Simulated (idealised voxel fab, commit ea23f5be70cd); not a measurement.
You're looking at the process module voxel transistor to metal.
Shown is cross-section cut, with a width of 165 nm and square cells of size 5 nm.
Cross-section layout: square cells on a grid; listed as bands, top to bottom; a band spans one or more cell rows. Band entry format. Leading values: height of top, height of bottom, nm. Remainder: materials in left-to-right order, each with its width in nm. Special words: "edge to edge" on a single material, which then fills the band edge to edge; "air", empty space. Heights are expressed relative to 0, this being the level below which the as-received wafer comprises one material exclusively. The lowest band is unbounded in the downward direction and is denoted as in "top 0, no bottom". Quick explanation for "30->40": the width changes in equal steps down the rows of cells, from the first number in the band's top row to the second number in its bottom row. What does "no alteration" mean for a step? It means no cell of the cross-section changed in that step. In "Trapped void list" the enclosed voids are listed, meaning empty spaces of 8 cells or larger without any opening to the top. The form is width x height at distance, distance from the left edge, units nm. Heads up: the bit after the settings on a step's line is the simulator's remark on that step. overlay nm: mask offset rightward from planned place, masked step; negative means leftward offset.
**Process steps (planned)**
1. RECEIVE with material Si
2. OXIDIZE with depth nm 5
3. CONFORMAL_DEP with material SiN, thk nm 15
4. MASKED_ETCH with tone cover, mask id ACTIVE, width nm 105, etch materials SiN, depth nm 15, overlay nm 0
5. MASKED_ETCH with tone cover, mask id ACTIVE, width nm 105, etch materials SiO2, depth nm 5, overlay nm 0
6. MASKED_ETCH with tone cover, mask id ACTIVE, width nm 105, etch materials Si, depth nm 35, overlay nm 0
7. FILL_DEP with material SiO2, thk nm 10
8. CMP with height nm 15
9. SELECTIVE_ETCH with etch materials SiO2, depth nm 15
10. STRIP with etch materials SiN
11. SELECTIVE_ETCH with etch materials SiO2, depth nm 5
12. OXIDIZE with depth nm 5
13. DIRECTIONAL_DEP with material polySi, thk nm 20
14. DIRECTIONAL_DEP with material SiCN, thk nm 15
15. PATTERN with tone cover, mask id GATE, material resist, width nm 15, thk nm 15, overlay nm 0
16. DIRECTIONAL_ETCH with etch materials SiCN, depth nm 25
17. DIRECTIONAL_ETCH with etch materials polySi, depth nm 30
18. STRIP with etch materials resist
19. CONFORMAL_DEP with material SiN, thk nm 5
20. DIRECTIONAL_ETCH with etch materials SiN, depth nm 5
21. DIRECTIONAL_ETCH with etch materials SiO2, depth nm 5
22. DIRECTIONAL_ETCH with etch materials Si, depth nm 15
23. EPI with material SiGe, thk nm 15
24. FILL_DEP with material SiO2, thk nm 5
25. CMP with height nm 30
26. DIRECTIONAL_DEP with material SiO2, thk nm 10
27. DIRECTIONAL_DEP with material aC, thk nm 10
28. PATTERN with tone open, mask id CONTACT, material resist, width nm 20, pitch nm 75, thk nm 25, overlay nm 0
29. DIRECTIONAL_ETCH with etch materials aC, depth nm 10
30. STRIP with etch materials resist
31. DIRECTIONAL_ETCH with etch materials SiO2, depth nm 50
32. STRIP with etch materials aC
33. CONFORMAL_DEP with material TiN, thk nm 5
34. FILL_DEP with material Ru, thk nm 5
35. CMP with height nm 40
36. DIRECTIONAL_DEP with material TiN, thk nm 5
37. DIRECTIONAL_DEP with material Ru, thk nm 25
38. PATTERN with tone cover, mask id METAL_1, material resist, width nm 20, pitch nm 75, thk nm 15, overlay nm 0
39. DIRECTIONAL_ETCH with etch materials Ru, depth nm 25
40. DIRECTIONAL_ETCH with etch materials TiN, depth nm 5
41. STRIP with etch materials resist
42. CONFORMAL_DEP with material SiCN, thk nm 5
43. FILL_DEP with material SiO2, thk nm 10
44. CMP with height nm 70
45. CONFORMAL_DEP with material SiN, thk nm 5
**As-received state of the wafer in cross-section, equivalent to post-step 1**
- top 0, no bottom | Si edge to edge
- Trapped void list: none
**Same starting wafer, same plan as above, one mistake in the execution; this is the cross-section at the end of the module**
- top 75, bottom 70 | SiN edge to edge
- top 70, bottom 45 | 30 SiO2 / 5 SiCN / 20 Ru / 5 SiCN / 45 SiO2 / 5 SiCN / 20 Ru / 5 SiCN / 30 SiO2
- top 45, bottom 40 | 35 SiCN / 20 TiN / 55 SiCN / 20 TiN / 35 SiCN
- top 40, bottom 30 | 35 SiO2 / 5 TiN / 10 Ru / 5 TiN / 55 SiO2 / 5 TiN / 10 Ru / 5 TiN / 35 SiO2
- top 30, bottom 15 | 35 SiO2 / 5 TiN / 10 Ru / 5 TiN / 5 SiO2 / 5 SiN / 15 SiCN / 5 SiN / 25 SiO2 / 5 TiN / 10 Ru / 5 TiN / 35 SiO2
- top 15, bottom 10 | 35 SiO2 / 5 TiN / 10 Ru / 5 TiN / 5 SiO2 / 5 SiN / 15 polySi / 5 SiN / 25 SiO2 / 5 TiN / 10 Ru / 5 TiN / 35 SiO2
- top 10, bottom 5 | 35 SiO2 / 20 TiN / 5 SiO2 / 5 SiN / 15 polySi / 5 SiN / 25 SiO2 / 5 TiN / 10 Ru / 5 TiN / 35 SiO2
- top 5, bottom -5 | 35 SiO2 / 10 TiN / 15 SiGe / 5 SiN / 15 polySi / 5 SiN / 15 SiGe / 10 SiO2 / 5 TiN / 10 Ru / 5 TiN / 35 SiO2
- top -5, bottom -10 | 35 SiO2 / 10 TiN / 15 SiGe / 25 SiO2 / 15 SiGe / 10 SiO2 / 20 TiN / 35 SiO2
- top -10, bottom -25 | 30 SiO2 / 30 SiGe / 25 Si / 50 SiGe / 30 SiO2
- top -25, bottom -40 | 30 SiO2 / 105 Si / 30 SiO2
- top -40, no bottom | Si edge to edge
- Trapped void list: none
Deviation from plan: the process deviated at step 15: the operation and settings actually run there were PATTERN with tone cover, mask id GATE, material resist, width nm 15, thk nm 15, overlay nm -10
